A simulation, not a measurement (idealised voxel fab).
The document below concerns the process module designated voxel ribs on slabs.
This is section cut - it's 165 nm across, gridded in 5 nm square cells.
In what follows, cross-sections appear as grids of square cells, described through bands that run from the top down, where every band is one or more rows of cells. The band entry comprises the height of the band's top followed by the height of its bottom, expressed in nm, and subsequently the band's materials from left to right, each stated together with its width in nm. Where a single material is marked with the word "full width", that material fills the band from edge to edge. The word "blank" represents empty space. Height datum 0, below which the as-received substrate wafer is one material. Lowest band open at the bottom, running downward: "0..down". Quick explanation for "30->40": the width changes in equal steps down the rows of cells, from the first number in the band's top row to the second number in its bottom row. Basically "no modification" means that step didn't change any cell in the cross-section. Closed empty spaces (no open way to the top) of 8 cells or more are what "Fully enclosed voids" lists, each as width x height at distance from the left edge, nm for all three. Past the settings on a step's line: simulator remark, on that step. overlay nm: mask right of planned place by this much (step with mask). Neg. = left.
-- The steps planned for the process are as follows
1) op RECEIVE | material Si
2) op DIRECTIONAL_DEP | material SiO2 | thk nm 30
3) op DIRECTIONAL_DEP | material SiN | thk nm 25
4) op MASKED_ETCH | tone cover | mask id RIB | width nm 25 | etch materials SiN | depth nm 15 | overlay nm 0
5) op DIRECTIONAL_DEP | material aC | thk nm 15
6) op PATTERN | tone cover | mask id SLAB | material resist | width nm 55 | thk nm 30 | overlay nm 0
7) op DIRECTIONAL_ETCH | etch materials aC | depth nm 15
8) op STRIP | etch materials resist
9) op DIRECTIONAL_ETCH | etch materials SiN | depth nm 10
10) op STRIP | etch materials aC
11) op FILL_DEP | material SiO2 | thk nm 15
12) op CMP | height nm 65
13) op DIRECTIONAL_DEP | material W | thk nm 5
14) op PATTERN | tone cover | mask id HEATER | material resist | width nm 35 | thk nm 20 | overlay nm 0
15) op DIRECTIONAL_ETCH | etch materials W | depth nm 5
16) op STRIP | etch materials resist
17) op CONFORMAL_DEP | material SiO2 | thk nm 5
-- Cross-section of the wafer as it came to us, i.e., already through step 1
> 0..down = Si full width
> Fully enclosed voids: none
-- The module was run from the start shown above using the plan shown above, but one mistake was made doing it; the resulting wafer cross-section is below
> 65..60 = blank: 60, then SiO2: 45, then blank: 60
> 60..55 = SiO2: 65, then W: 35, then SiO2: 65
> 55..40 = SiO2: 70, then SiN: 25, then SiO2: 70
> 40..30 = SiO2: 55, then SiN: 55, then SiO2: 55
> 30..0 = SiO2 full width
> 0..down = Si full width
> Fully enclosed voids: none
Short version of what went wrong: step 12: run off-plan, actual operation and settings op CMP | height nm 55
